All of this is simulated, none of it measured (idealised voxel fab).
Process module name: voxel gate over fins
Shown is cross-section cut, with a width of 255 nm and square cells of size 5 nm.
Bands, listed from the top down, are how a cross-section gets written in this document; the cross-section itself is a grid of square cells, and a band is one or more rows of them. In this notation a band is specified by the heights of its top and bottom, in that order and in nm, after which its materials appear from left to right, each paired with its width in nm. The word "throughout" attached to a single material means that material fills the band from edge to edge; the word "air" stands for empty space. Below 0: as-received wafer, all one material; heights counted from there. Lowest band: no bottom, goes on down, written "top 0, no bottom". A two-number width, for instance "30->40", indicates that the width is equal to the first number in the top row of the band and to the second number in the bottom row, and that it changes by a constant amount per row of cells. No cell of the cross-section changed in a step that is given as "remained the same". Enclosed voids (no open way to top), threshold 8 cells or more, entry "Enclosed cavity list", notation width x height at distance, distance from left edge, nm. after a step's settings: what the simulator itself notes on the step. On any step carrying a mask, the "overlay nm" setting, if present on the step's line, tells how far right of its planned place the mask lay; negative values point to the left.
## The process steps that were planned are listed below
1 RECEIVE: material Si
2 CONFORMAL_DEP: material SiN, thk nm 5
3 DIRECTIONAL_DEP: material aC, thk nm 15
4 PATTERN: tone cover, mask id FINS, material resist, width nm 15, pitch nm 50, thk nm 30, overlay nm 0
5 DIRECTIONAL_ETCH: etch materials aC, depth nm 15
6 STRIP: etch materials resist
7 DIRECTIONAL_ETCH: etch materials SiN, depth nm 5
8 DIRECTIONAL_ETCH: etch materials Si, depth nm 40
9 STRIP: etch materials aC
10 OXIDIZE: depth nm 5
11 FILL_DEP: material SiO2, thk nm 15
12 CMP: height nm 5
13 PATTERN: tone open, mask id RAIL, material resist, width nm 15, thk nm 15, overlay nm 0
14 DIRECTIONAL_ETCH: etch materials SiO2, depth nm 40
15 STRIP: etch materials resist
16 CONFORMAL_DEP: material TiN, thk nm 5
17 FILL_DEP: material Ru, thk nm 10
18 CMP: height nm 5
19 SELECTIVE_ETCH: etch materials W Ru TiN, depth nm 25
20 FILL_DEP: material SiO2, thk nm 5
21 CMP: height nm 5
22 SELECTIVE_ETCH: etch materials SiO2, depth nm 15
23 STRIP: etch materials SiN
24 CONFORMAL_DEP: material HfO2, thk nm 5
25 CONFORMAL_DEP: material TiN, thk nm 5
26 CONFORMAL_DEP: material TiAl, thk nm 5
27 CONFORMAL_DEP: material TiN, thk nm 5
28 FILL_DEP: material W, thk nm 10
29 CMP: height nm 25
30 CONFORMAL_DEP: material SiN, thk nm 5
## Below: the first of two wafers, run as planned
## Cross-section, incoming material, after step 1
- top 0, no bottom  Si throughout
- Enclosed cavity list: none
## You're looking at a cross-section of the wafer after step 2
- top 5, bottom 0  SiN throughout
- Everything under 0 stays put, no change at all.
## You're looking at a cross-section of the wafer after step 3
- top 20, bottom 5  aC throughout
- Everything under 5 stays put, no change at all.
## You're looking at a cross-section of the wafer after step 4
- top 50, bottom 20  70 of air  15 of resist  35 of air  15 of resist  35 of air  15 of resist  70 of air
- Everything under 20 stays put, no change at all.
## You're looking at a cross-section of the wafer after step 5
- top 35, bottom 20  70 of air  15 of resist  35 of air  15 of resist  35 of air  15 of resist  70 of air
- top 20, bottom 5  70 of air  15 of aC  35 of air  15 of aC  35 of air  15 of aC  70 of air
- Everything under 5 stays put, no change at all.
## You're looking at a cross-section of the wafer after step 6
- top 20, bottom 5  70 of air  15 of aC  35 of air  15 of aC  35 of air  15 of aC  70 of air
- Everything under 5 stays put, no change at all.
## You're looking at a cross-section of the wafer after step 7
- top 20, bottom 5  70 of air  15 of aC  35 of air  15 of aC  35 of air  15 of aC  70 of air
- top 5, bottom 0  70 of air  15 of SiN  35 of air  15 of SiN  35 of air  15 of SiN  70 of air
- Everything under 0 stays put, no change at all.
## You're looking at a cross-section of the wafer after step 8
- top 20, bottom 5  70 of air  15 of aC  35 of air  15 of aC  35 of air  15 of aC  70 of air
- top 5, bottom 0  70 of air  15 of SiN  35 of air  15 of SiN  35 of air  15 of SiN  70 of air
- top 0, bottom -40  70 of air  15 of Si  35 of air  15 of Si  35 of air  15 of Si  70 of air
- Everything under -40 stays put, no change at all.
## You're looking at a cross-section of the wafer after step 9
- top 5, bottom 0  70 of air  15 of SiN  35 of air  15 of SiN  35 of air  15 of SiN  70 of air
- Everything under 0 stays put, no change at all.
## You're looking at a cross-section of the wafer after step 10
- top 5, bottom 0  70 of air  15 of SiN  35 of air  15 of SiN  35 of air  15 of SiN  70 of air
- top 0, bottom -40  70 of air  5 of SiO2  5 of Si  5 of SiO2  35 of air  5 of SiO2  5 of Si  5 of SiO2  35 of air  5 of SiO2  5 of Si  5 of SiO2  70 of air
- top -40, bottom -45  75 of SiO2  5 of Si  45 of SiO2  5 of Si  45 of SiO2  5 of Si  75 of SiO2
- Everything under -45 stays put, no change at all.
## You're looking at a cross-section of the wafer after step 11
- top 20, bottom 5  SiO2 throughout
- top 5, bottom 0  70 of SiO2  15 of SiN  35 of SiO2  15 of SiN  35 of SiO2  15 of SiN  70 of SiO2
- top 0, bottom -45  75 of SiO2  5 of Si  45 of SiO2  5 of Si  45 of SiO2  5 of Si  75 of SiO2
- Everything under -45 stays put, no change at all.
## You're looking at a cross-section of the wafer after step 12
- top 5, bottom 0  70 of SiO2  15 of SiN  35 of SiO2  15 of SiN  35 of SiO2  15 of SiN  70 of SiO2
- Everything under 0 stays put, no change at all.
## You're looking at a cross-section of the wafer after step 13
- top 20, bottom 5  95 of resist  15 of air  145 of resist
- Everything under 5 stays put, no change at all.
## You're looking at a cross-section of the wafer after step 14
- top 20, bottom 5  95 of resist  15 of air  145 of resist
- top 5, bottom 0  70 of SiO2  15 of SiN  10 of SiO2  15 of air  10 of SiO2  15 of SiN  35 of SiO2  15 of SiN  70 of SiO2
- top 0, bottom -35  75 of SiO2  5 of Si  15 of SiO2  15 of air  15 of SiO2  5 of Si  45 of SiO2  5 of Si  75 of SiO2
- Everything under -35 stays put, no change at all.
## You're looking at a cross-section of the wafer after step 15
- top 5, bottom 0  70 of SiO2  15 of SiN  10 of SiO2  15 of air  10 of SiO2  15 of SiN  35 of SiO2  15 of SiN  70 of SiO2
- Everything under 0 stays put, no change at all.
## You're looking at a cross-section of the wafer after step 16
- top 10, bottom 5  100 of TiN  5 of air  150 of TiN
- top 5, bottom 0  70 of SiO2  15 of SiN  10 of SiO2  5 of TiN  5 of air  5 of TiN  10 of SiO2  15 of SiN  35 of SiO2  15 of SiN  70 of SiO2
- top 0, bottom -30  75 of SiO2  5 of Si  15 of SiO2  5 of TiN  5 of air  5 of TiN  15 of SiO2  5 of Si  45 of SiO2  5 of Si  75 of SiO2
- top -30, bottom -35  75 of SiO2  5 of Si  15 of SiO2  15 of TiN  15 of SiO2  5 of Si  45 of SiO2  5 of Si  75 of SiO2
- Everything under -35 stays put, no change at all.
## You're looking at a cross-section of the wafer after step 17
- top 20, bottom 10  Ru throughout
- top 10, bottom 5  100 of TiN  5 of Ru  150 of TiN
- top 5, bottom 0  70 of SiO2  15 of SiN  10 of SiO2  5 of TiN  5 of Ru  5 of TiN  10 of SiO2  15 of SiN  35 of SiO2  15 of SiN  70 of SiO2
- top 0, bottom -30  75 of SiO2  5 of Si  15 of SiO2  5 of TiN  5 of Ru  5 of TiN  15 of SiO2  5 of Si  45 of SiO2  5 of Si  75 of SiO2
- Everything under -30 stays put, no change at all.
## You're looking at a cross-section of the wafer after step 18
- top 5, bottom 0  70 of SiO2  15 of SiN  10 of SiO2  5 of TiN  5 of Ru  5 of TiN  10 of SiO2  15 of SiN  35 of SiO2  15 of SiN  70 of SiO2
- Everything under 0 stays put, no change at all.
## You're looking at a cross-section of the wafer after step 19
- top 5, bottom 0  70 of SiO2  15 of SiN  10 of SiO2  15 of air  10 of SiO2  15 of SiN  35 of SiO2  15 of SiN  70 of SiO2
- top 0, bottom -20  75 of SiO2  5 of Si  15 of SiO2  15 of air  15 of SiO2  5 of Si  45 of SiO2  5 of Si  75 of SiO2
- Everything under -20 stays put, no change at all.
## You're looking at a cross-section of the wafer after step 20
- top 10, bottom 5  SiO2 throughout
- top 5, bottom 0  70 of SiO2  15 of SiN  35 of SiO2  15 of SiN  35 of SiO2  15 of SiN  70 of SiO2
- top 0, bottom -20  75 of SiO2  5 of Si  45 of SiO2  5 of Si  45 of SiO2  5 of Si  75 of SiO2
- Everything under -20 stays put, no change at all.
## You're looking at a cross-section of the wafer after step 21
- top 5, bottom 0  70 of SiO2  15 of SiN  35 of SiO2  15 of SiN  35 of SiO2  15 of SiN  70 of SiO2
- Everything under 0 stays put, no change at all.
## You're looking at a cross-section of the wafer after step 22
- top 5, bottom 0  70 of air  15 of SiN  35 of air  15 of SiN  35 of air  15 of SiN  70 of air
- top 0, bottom -10  75 of air  5 of Si  45 of air  5 of Si  45 of air  5 of Si  75 of air
- Everything under -10 stays put, no change at all.
## You're looking at a cross-section of the wafer after step 23
- top 0, bottom -10  75 of air  5 of Si  45 of air  5 of Si  45 of air  5 of Si  75 of air
- Everything under -10 stays put, no change at all.
## You're looking at a cross-section of the wafer after step 24
- top 5, bottom 0  70 of air  15 of HfO2  35 of air  15 of HfO2  35 of air  15 of HfO2  70 of air
- top 0, bottom -5  70 of air  5 of HfO2  5 of Si  5 of HfO2  35 of air  5 of HfO2  5 of Si  5 of HfO2  35 of air  5 of HfO2  5 of Si  5 of HfO2  70 of air
- top -5, bottom -10  75 of HfO2  5 of Si  45 of HfO2  5 of Si  45 of HfO2  5 of Si  75 of HfO2
- Everything under -10 stays put, no change at all.
## You're looking at a cross-section of the wafer after step 25
- top 10, bottom 5  65 of air  25 of TiN  25 of air  25 of TiN  25 of air  25 of TiN  65 of air
- top 5, bottom 0  65 of air  5 of TiN  15 of HfO2  5 of TiN  25 of air  5 of TiN  15 of HfO2  5 of TiN  25 of air  5 of TiN  15 of HfO2  5 of TiN  65 of air
- top 0, bottom -5  70 of TiN  5 of HfO2  5 of Si  5 of HfO2  35 of TiN  5 of HfO2  5 of Si  5 of HfO2  35 of TiN  5 of HfO2  5 of Si  5 of HfO2  70 of TiN
- Everything under -5 stays put, no change at all.
## You're looking at a cross-section of the wafer after step 26
- top 15, bottom 10  60 of air  35 of TiAl  15 of air  35 of TiAl  15 of air  35 of TiAl  60 of air
- top 10, bottom 5  60 of air  5 of TiAl  25 of TiN  5 of TiAl  15 of air  5 of TiAl  25 of TiN  5 of TiAl  15 of air  5 of TiAl  25 of TiN  5 of TiAl  60 of air
- top 5, bottom 0  65 of TiAl  5 of TiN  15 of HfO2  5 of TiN  25 of TiAl  5 of TiN  15 of HfO2  5 of TiN  25 of TiAl  5 of TiN  15 of HfO2  5 of TiN  65 of TiAl
- Everything under 0 stays put, no change at all.
## You're looking at a cross-section of the wafer after step 27
- top 20, bottom 15  55 of air  45 of TiN  5 of air  45 of TiN  5 of air  45 of TiN  55 of air
- top 15, bottom 10  55 of air  5 of TiN  35 of TiAl  5 of TiN  5 of air  5 of TiN  35 of TiAl  5 of TiN  5 of air  5 of TiN  35 of TiAl  5 of TiN  55 of air
- top 10, bottom 5  60 of TiN  5 of TiAl  25 of TiN  5 of TiAl  15 of TiN  5 of TiAl  25 of TiN  5 of TiAl  15 of TiN  5 of TiAl  25 of TiN  5 of TiAl  60 of TiN
- Everything under 5 stays put, no change at all.
## You're looking at a cross-section of the wafer after step 28
- top 30, bottom 20  W throughout
- top 20, bottom 15  55 of W  45 of TiN  5 of W  45 of TiN  5 of W  45 of TiN  55 of W
- top 15, bottom 10  55 of W  5 of TiN  35 of TiAl  5 of TiN  5 of W  5 of TiN  35 of TiAl  5 of TiN  5 of W  5 of TiN  35 of TiAl  5 of TiN  55 of W
- Everything under 10 stays put, no change at all.
## You're looking at a cross-section of the wafer after step 29
- top 25, bottom 20  W throughout
- Everything under 20 stays put, no change at all.
## You're looking at a cross-section of the wafer after step 30
- top 30, bottom 25  SiN throughout
- Everything under 25 stays put, no change at all.
## Wafer two. Identical start, identical plan. One mistake in execution. Identical history through step 21
## Cross-section: second wafer, time at which step 22 was scheduled to end
- top 5, bottom 0  70 of air  15 of SiN  35 of air  15 of SiN  35 of air  15 of SiN  70 of air
- top 0, bottom -20  75 of air  5 of Si  45 of air  5 of Si  45 of air  5 of Si  75 of air
- top -20, bottom -25  75 of air  5 of Si  15 of air  5 of TiN  5 of Ru  5 of TiN  15 of air  5 of Si  45 of air  5 of Si  75 of air
- Everything under -25 stays put, no change at all.
## Cross-section: second wafer, time at which step 23 was scheduled to end
- top 0, bottom -20  75 of air  5 of Si  45 of air  5 of Si  45 of air  5 of Si  75 of air
- Everything under -20 stays put, no change at all.
## Cross-section: second wafer, time at which step 24 was scheduled to end
- top 5, bottom 0  70 of air  15 of HfO2  35 of air  15 of HfO2  35 of air  15 of HfO2  70 of air
- top 0, bottom -15  70 of air  5 of HfO2  5 of Si  5 of HfO2  35 of air  5 of HfO2  5 of Si  5 of HfO2  35 of air  5 of HfO2  5 of Si  5 of HfO2  70 of air
- top -15, bottom -20  70 of air  5 of HfO2  5 of Si  5 of HfO2  5 of air  25 of HfO2  5 of air  5 of HfO2  5 of Si  5 of HfO2  35 of air  5 of HfO2  5 of Si  5 of HfO2  70 of air
- top -20, bottom -25  75 of HfO2  5 of Si  15 of HfO2  5 of TiN  5 of Ru  5 of TiN  15 of HfO2  5 of Si  45 of HfO2  5 of Si  75 of HfO2
- Everything under -25 stays put, no change at all.
## Cross-section: second wafer, time at which step 25 was scheduled to end
- top 10, bottom 5  65 of air  25 of TiN  25 of air  25 of TiN  25 of air  25 of TiN  65 of air
- top 5, bottom 0  65 of air  5 of TiN  15 of HfO2  5 of TiN  25 of air  5 of TiN  15 of HfO2  5 of TiN  25 of air  5 of TiN  15 of HfO2  5 of TiN  65 of air
- top 0, bottom -10  65 of air  5 of TiN  5 of HfO2  5 of Si  5 of HfO2  5 of TiN  25 of air  5 of TiN  5 of HfO2  5 of Si  5 of HfO2  5 of TiN  25 of air  5 of TiN  5 of HfO2  5 of Si  5 of HfO2  5 of TiN  65 of air
- top -10, bottom -15  65 of air  5 of TiN  5 of HfO2  5 of Si  5 of HfO2  35 of TiN  5 of HfO2  5 of Si  5 of HfO2  5 of TiN  25 of air  5 of TiN  5 of HfO2  5 of Si  5 of HfO2  5 of TiN  65 of air
- top -15, bottom -20  70 of TiN  5 of HfO2  5 of Si  5 of HfO2  5 of TiN  25 of HfO2  5 of TiN  5 of HfO2  5 of Si  5 of HfO2  35 of TiN  5 of HfO2  5 of Si  5 of HfO2  70 of TiN
- Everything under -20 stays put, no change at all.
## Cross-section: second wafer, time at which step 26 was scheduled to end
- top 15, bottom 10  60 of air  35 of TiAl  15 of air  35 of TiAl  15 of air  35 of TiAl  60 of air
- top 10, bottom 5  60 of air  5 of TiAl  25 of TiN  5 of TiAl  15 of air  5 of TiAl  25 of TiN  5 of TiAl  15 of air  5 of TiAl  25 of TiN  5 of TiAl  60 of air
- top 5, bottom 0  60 of air  5 of TiAl  5 of TiN  15 of HfO2  5 of TiN  5 of TiAl  15 of air  5 of TiAl  5 of TiN  15 of HfO2  5 of TiN  5 of TiAl  15 of air  5 of TiAl  5 of TiN  15 of HfO2  5 of TiN  5 of TiAl  60 of air
- top 0, bottom -5  60 of air  5 of TiAl  5 of TiN  5 of HfO2  5 of Si  5 of HfO2  5 of TiN  5 of TiAl  15 of air  5 of TiAl  5 of TiN  5 of HfO2  5 of Si  5 of HfO2  5 of TiN  5 of TiAl  15 of air  5 of TiAl  5 of TiN  5 of HfO2  5 of Si  5 of HfO2  5 of TiN  5 of TiAl  60 of air
- top -5, bottom -10  60 of air  5 of TiAl  5 of TiN  5 of HfO2  5 of Si  5 of HfO2  5 of TiN  25 of TiAl  5 of TiN  5 of HfO2  5 of Si  5 of HfO2  5 of TiN  5 of TiAl  15 of air  5 of TiAl  5 of TiN  5 of HfO2  5 of Si  5 of HfO2  5 of TiN  5 of TiAl  60 of air
- top -10, bottom -15  65 of TiAl  5 of TiN  5 of HfO2  5 of Si  5 of HfO2  35 of TiN  5 of HfO2  5 of Si  5 of HfO2  5 of TiN  25 of TiAl  5 of TiN  5 of HfO2  5 of Si  5 of HfO2  5 of TiN  65 of TiAl
- Everything under -15 stays put, no change at all.
## Cross-section: second wafer, time at which step 27 was scheduled to end
- top 20, bottom 15  55 of air  45 of TiN  5 of air  45 of TiN  5 of air  45 of TiN  55 of air
- top 15, bottom 10  55 of air  5 of TiN  35 of TiAl  5 of TiN  5 of air  5 of TiN  35 of TiAl  5 of TiN  5 of air  5 of TiN  35 of TiAl  5 of TiN  55 of air
- top 10, bottom 5  55 of air  5 of TiN  5 of TiAl  25 of TiN  5 of TiAl  5 of TiN  5 of air  5 of TiN  5 of TiAl  25 of TiN  5 of TiAl  5 of TiN  5 of air  5 of TiN  5 of TiAl  25 of TiN  5 of TiAl  5 of TiN  55 of air
- top 5, bottom 0  55 of air  5 of TiN  5 of TiAl  5 of TiN  15 of HfO2  5 of TiN  5 of TiAl  5 of TiN  5 of air  5 of TiN  5 of TiAl  5 of TiN  15 of HfO2  5 of TiN  5 of TiAl  5 of TiN  5 of air  5 of TiN  5 of TiAl  5 of TiN  15 of HfO2  5 of TiN  5 of TiAl  5 of TiN  55 of air
- top 0, bottom -5  55 of air  5 of TiN  5 of TiAl  5 of TiN  5 of HfO2  5 of Si  5 of HfO2  5 of TiN  5 of TiAl  15 of TiN  5 of TiAl  5 of TiN  5 of HfO2  5 of Si  5 of HfO2  5 of TiN  5 of TiAl  5 of TiN  5 of air  5 of TiN  5 of TiAl  5 of TiN  5 of HfO2  5 of Si  5 of HfO2  5 of TiN  5 of TiAl  5 of TiN  55 of air
- top -5, bottom -10  60 of TiN  5 of TiAl  5 of TiN  5 of HfO2  5 of Si  5 of HfO2  5 of TiN  25 of TiAl  5 of TiN  5 of HfO2  5 of Si  5 of HfO2  5 of TiN  5 of TiAl  15 of TiN  5 of TiAl  5 of TiN  5 of HfO2  5 of Si  5 of HfO2  5 of TiN  5 of TiAl  60 of TiN
- Everything under -10 stays put, no change at all.
## Cross-section: second wafer, time at which step 28 was scheduled to end
- top 30, bottom 20  W throughout
- top 20, bottom 15  55 of W  45 of TiN  5 of W  45 of TiN  5 of W  45 of TiN  55 of W
- top 15, bottom 10  55 of W  5 of TiN  35 of TiAl  5 of TiN  5 of W  5 of TiN  35 of TiAl  5 of TiN  5 of W  5 of TiN  35 of TiAl  5 of TiN  55 of W
- top 10, bottom 5  55 of W  5 of TiN  5 of TiAl  25 of TiN  5 of TiAl  5 of TiN  5 of W  5 of TiN  5 of TiAl  25 of TiN  5 of TiAl  5 of TiN  5 of W  5 of TiN  5 of TiAl  25 of TiN  5 of TiAl  5 of TiN  55 of W
- top 5, bottom 0  55 of W  5 of TiN  5 of TiAl  5 of TiN  15 of HfO2  5 of TiN  5 of TiAl  5 of TiN  5 of W  5 of TiN  5 of TiAl  5 of TiN  15 of HfO2  5 of TiN  5 of TiAl  5 of TiN  5 of W  5 of TiN  5 of TiAl  5 of TiN  15 of HfO2  5 of TiN  5 of TiAl  5 of TiN  55 of W
- top 0, bottom -5  55 of W  5 of TiN  5 of TiAl  5 of TiN  5 of HfO2  5 of Si  5 of HfO2  5 of TiN  5 of TiAl  15 of TiN  5 of TiAl  5 of TiN  5 of HfO2  5 of Si  5 of HfO2  5 of TiN  5 of TiAl  5 of TiN  5 of W  5 of TiN  5 of TiAl  5 of TiN  5 of HfO2  5 of Si  5 of HfO2  5 of TiN  5 of TiAl  5 of TiN  55 of W
- Everything under -5 stays put, no change at all.
## Cross-section: second wafer, time at which step 29 was scheduled to end
- top 25, bottom 20  W throughout
- Everything under 20 stays put, no change at all.
## Cross-section: second wafer, time at which step 30 was scheduled to end
- top 30, bottom 25  SiN throughout
- Everything under 25 stays put, no change at all.
Heads up, the wafer didn't run the way we planned it: twice, step 22 of the plan was run
Looking at both finished wafers in cells, the second ends up ahead of or behind the first on some materials: +20 HfO2 | -141 SiO2 | +16 TiAl | +34 TiN | +71 W
